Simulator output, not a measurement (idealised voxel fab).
process module | voxel gate over fins
cross-section cut | 250 nm wide | cells 5 nm
A cross-section is a grid of square cells, given in bands from the top down. A band is one or more rows of cells.
Each band's line starts with the height of the band's top and of its bottom, in nm. Then come its materials from left to right, each with its width in nm. One material with "throughout" fills the band from edge to edge. "air" is empty space.
Height 0 is the level under which the wafer as received is all one material. The lowest band goes on downwards, as in "0 down".
A width such as "30 to 40" changes by the same amount from each row of cells to the next, from the band's top row to its bottom row.
"no change" after a step means that no cell of the cross-section changed.
closed voids: empty space of 8 cells or more with no open way to the top, each as width x height at its distance from the left edge, in nm
after a step's settings: what the simulator itself notes on the step
overlay nm, on a step with a mask: how far to the right of its planned place the mask lay; to the left if negative
plan
1 op RECEIVE | material Si
2 op CONFORMAL_DEP | material SiN | thk nm 5
3 op DIRECTIONAL_DEP | material aC | thk nm 15
4 op PATTERN | tone cover | mask id FINS | material resist | width nm 15 | pitch nm 50 | thk nm 30 | overlay nm 0
5 op DIRECTIONAL_ETCH | etch materials aC | depth nm 15
6 op STRIP | etch materials resist
7 op DIRECTIONAL_ETCH | etch materials SiN | depth nm 5
8 op DIRECTIONAL_ETCH | etch materials Si | depth nm 40
9 op STRIP | etch materials aC
10 op FILL_DEP | material SiO2 | thk nm 15
11 op CMP | height nm 5
12 op DIRECTIONAL_DEP | material aC | thk nm 10
13 op PATTERN | tone open | mask id RAIL | material resist | width nm 15 | thk nm 25 | overlay nm 0
14 op DIRECTIONAL_ETCH | etch materials aC | depth nm 10
15 op STRIP | etch materials resist
16 op DIRECTIONAL_ETCH | etch materials SiO2 | depth nm 40
17 op STRIP | etch materials aC
18 op CONFORMAL_DEP | material TiN | thk nm 5
19 op FILL_DEP | material Ru | thk nm 5
20 op CMP | height nm 5
21 op SELECTIVE_ETCH | etch materials W Ru TiN | depth nm 20
22 op FILL_DEP | material SiO2 | thk nm 5
23 op CMP | height nm 5
24 op SELECTIVE_ETCH | etch materials SiO2 | depth nm 15
25 op STRIP | etch materials SiN
26 op CONFORMAL_DEP | material HfO2 | thk nm 5
27 op CONFORMAL_DEP | material TiN | thk nm 5
28 op FILL_DEP | material W | thk nm 15
29 op CMP | height nm 20
30 op CONFORMAL_DEP | material SiN | thk nm 5
as received, after step 1
  0 down: Si throughout
  closed voids: none
a wafer at the end: this start, this plan, one mistake
  25 to 20: SiN throughout
  20 to 10: W throughout
  10 to 5: W 55 | TiN 35 | W 15 | TiN 35 | W 15 | TiN 35 | W 60
  5 to 0: W 55 | TiN 5 | HfO2 25 | TiN 5 | W 15 | TiN 5 | HfO2 25 | TiN 5 | W 15 | TiN 5 | HfO2 25 | TiN 5 | W 60
  0 to -5: TiN 60 | HfO2 5 | Si 15 | HfO2 5 | TiN 25 | HfO2 5 | Si 15 | HfO2 5 | TiN 25 | HfO2 5 | Si 15 | HfO2 5 | TiN 65
  -5 to -10: HfO2 55 | TiN 5 | HfO2 5 | Si 15 | HfO2 5 | TiN 5 | HfO2 15 | TiN 5 | HfO2 5 | Si 15 | HfO2 5 | TiN 5 | HfO2 15 | TiN 5 | HfO2 5 | Si 15 | HfO2 5 | TiN 5 | HfO2 60
  -10 to -15: SiO2 50 | HfO2 15 | Si 15 | HfO2 15 | SiO2 5 | HfO2 15 | Si 15 | HfO2 15 | SiO2 5 | HfO2 15 | Si 15 | HfO2 15 | SiO2 55
  -15 to -30: SiO2 65 | Si 15 | SiO2 10 | TiN 5 | Ru 5 | TiN 5 | SiO2 10 | Si 15 | SiO2 35 | Si 15 | SiO2 70
  -30 to -35: SiO2 65 | Si 15 | SiO2 10 | TiN 15 | SiO2 10 | Si 15 | SiO2 35 | Si 15 | SiO2 70
  -35 to -40: SiO2 65 | Si 15 | SiO2 35 | Si 15 | SiO2 35 | Si 15 | SiO2 70
  -40 down: Si throughout
  closed voids: none
what went wrong: steps 24 and 25 were swapped
